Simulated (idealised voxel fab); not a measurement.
The name of this process module is voxel tone inversion.
We display cut, a cross-section 295 nm in width whose square cells are each 5 nm.
Cross-section layout: square cells on a grid; listed as bands, top to bottom; a band spans one or more cell rows.
Quick guide to a band line: top height, bottom height (nm) up front; then every material left to right with its width in nm. Only one material and it's marked "throughout"? Then it fills the band edge to edge. And "empty" just means empty space.
Where do heights start? At 0: under that level the wafer as delivered is made of one material only. And the lowest band has no floor; it just carries on downward, as in "0 and below".
Think of "30->40" as a width that walks from the first number to the second as you go down the band, top row to bottom row, taking equal-sized steps from row to row.
Given "stayed the same" for a step, no cell of the cross-section differs between before and after that step.
Entry "Completely sealed voids". Content: empty spaces with no open connection to the top, size 8 cells or greater. Each: width x height at distance. Distance: from left edge. Unit: nm.
That trailing text on a step's line, after the settings, is the simulator's own remark on the step.
overlay nm: right-of-plan distance of the mask on a masked step; negative values mean left-of-plan.
**The following list gives the planned process steps**
step 1: RECEIVE | material Si
step 2: CONFORMAL_DEP | material SiN | thk nm 5
step 3: DIRECTIONAL_DEP | material polySi | thk nm 20
step 4: PATTERN | tone cover | mask id POSTS | material resist | width nm 25 | pitch nm 55 | thk nm 25 | overlay nm 0
step 5: DIRECTIONAL_ETCH | etch materials polySi | depth nm 20
step 6: STRIP | etch materials resist
step 7: FILL_DEP | material lowk | thk nm 5
step 8: CMP | height nm 25
step 9: STRIP | etch materials polySi
step 10: CONFORMAL_DEP | material TiN | thk nm 5
step 11: FILL_DEP | material Cu | thk nm 10
step 12: CMP | height nm 25
step 13: CONFORMAL_DEP | material SiCN | thk nm 5
**As-received state of the wafer in cross-section, equivalent to post-step 1**
	0 and below  Si throughout
	Completely sealed voids: none
**Cross-sectional image of the first of two wafers at the end of the module, the run having proceeded as planned**
	30 down to 25  SiCN throughout
	25 down to 10  lowk=80; TiN=5; Cu=15; TiN=5; lowk=30; TiN=5; Cu=15; TiN=5; lowk=30; TiN=5; Cu=15; TiN=5; lowk=80
	10 down to 5  lowk=80; TiN=25; lowk=30; TiN=25; lowk=30; TiN=25; lowk=80
	5 down to 0  SiN throughout
	0 and below  Si throughout
	Completely sealed voids: none
**The second wafer, shown in cross-section after the module: started the same way as the first and given the same plan, yet one mistake crept into how it was run**
	40 down to 25  SiCN throughout
	25 down to 10  lowk=80; TiN=5; Cu=15; TiN=5; lowk=30; TiN=5; Cu=15; TiN=5; lowk=30; TiN=5; Cu=15; TiN=5; lowk=80
	10 down to 5  lowk=80; TiN=25; lowk=30; TiN=25; lowk=30; TiN=25; lowk=80
	5 down to 0  SiN throughout
	0 and below  Si throughout
	Completely sealed voids: none
What went wrong in running the wafer? it should be noted that step 13 was executed with settings other than those planned, the operation and settings actually applied being CONFORMAL_DEP | material SiCN | thk nm 15
Heads up, by the end the second wafer has more or fewer cells of some materials compared to the first: SiCN: 118 more
